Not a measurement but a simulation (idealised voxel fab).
The following process module bears the name voxel self aligned contacts.
FYI the section here is cut, 180 nm wide, cells are 5 nm squares.
Think of the cross-section as a grid of square cells. We describe it in bands, top to bottom, and each band covers one or more rows of those cells.
Per band: top height and bottom height in nm, followed by the left-to-right materials and their widths in nm; "everywhere" marks a single material spanning edge to edge, "air" marks empty space.
Ref level 0: as-received wafer is one material below here. Bottom band extends down with no lower bound ("from 0 down").
A two-number width, for instance "30..40", indicates that the width is equal to the first number in the top row of the band and to the second number in the bottom row, and that it changes by a constant amount per row of cells.
Key: "changes: none" - step with no changed cell in the cross-section.
The entry titled "Cavities, sealed" provides the empty spaces that have no open way to the top, restricted to those of 8 cells or more. Each is presented as width x height at distance, the distance being measured from the left edge, with all three in nm.
Past the settings on a step's line: simulator remark, on that step.
What "overlay nm" on a step's line means: if the step has a mask, that mask lay this far to the right of its planned place, or, when the value is negative, to the left.

### Set out below are the planned steps of the process
step 1: RECEIVE | material Si
step 2: OXIDIZE | depth nm 5
step 3: DIRECTIONAL_DEP | material polySi | thk nm 25
step 4: DIRECTIONAL_DEP | material SiN | thk nm 15
step 5: PATTERN | tone cover | mask id GATE | material resist | width nm 30 | pitch nm 60 | thk nm 20 | overlay nm 0
step 6: DIRECTIONAL_ETCH | etch materials SiN | depth nm 15
step 7: DIRECTIONAL_ETCH | etch materials polySi | depth nm 25
step 8: STRIP | etch materials resist
step 9: CONFORMAL_DEP | material SiN | thk nm 5
step 10: DIRECTIONAL_ETCH | etch materials SiN | depth nm 5
step 11: FILL_DEP | material SiO2 | thk nm 15
step 12: CMP | height nm 50
step 13: MASKED_ETCH | tone open | mask id CONTACT | width nm 40 | etch materials SiO2 | depth nm 55 | overlay nm 0
step 14: CONFORMAL_DEP | material TiN | thk nm 5
step 15: FILL_DEP | material W | thk nm 5
step 16: CMP | height nm 50
step 17: CONFORMAL_DEP | material SiCN | thk nm 5

### As-received wafer cross-section (after step 1)
	from 0 down  Si everywhere
	Cavities, sealed: none

### First of two wafers at the end of the module, shown in cross-section; run carried out as planned
	from 55 to 50  SiCN everywhere
	from 50 to 40  70 of SiO2, 5..15 of TiN, 30..10 of W, 5..15 of TiN, 70 of SiO2
	from 40 to 25  40 of SiO2, 40 of SiN, 5 of TiN, 10 of W, 5 of TiN, 40 of SiN, 40 of SiO2
	from 25 to 0  40 of SiO2, 5 of SiN, 30 of polySi, 5 of SiN, 5 of TiN, 10 of W, 5 of TiN, 5 of SiN, 30 of polySi, 5 of SiN, 40 of SiO2
	from 0 to -5  80 of SiO2, 20 of TiN, 80 of SiO2
	from -5 down  Si everywhere
	Cavities, sealed: none

### So this is wafer number two of the two, cut at the end of the module - it started where the first did and had the same plan, we just got one thing wrong running it
	from 55 to 50  SiCN everywhere
	from 50 to 40  75 of SiO2, 5..10 of TiN, 25..10 of W, 5..15 of TiN, 70 of SiO2
	from 40 to 25  40 of SiO2, 40 of SiN, 5 of TiN, 10 of W, 5 of TiN, 40 of SiN, 40 of SiO2
	from 25 to 0  40 of SiO2, 5 of SiN, 30 of polySi, 5 of SiN, 5 of TiN, 10 of W, 5 of TiN, 5 of SiN, 30 of polySi, 5 of SiN, 40 of SiO2
	from 0 to -5  80 of SiO2, 20 of TiN, 80 of SiO2
	from -5 down  Si everywhere
	Cavities, sealed: none
What broke from the plan during processing? it should be noted that step 13 was executed with settings other than those planned, the operation and settings actually applied being MASKED_ETCH | tone open | mask id CONTACT | width nm 35 | etch materials SiO2 | depth nm 55 | overlay nm 0
Counted in cells at the end, the second wafer holds more or fewer of these materials than the first: SiO2 +2, TiN -1, W -1
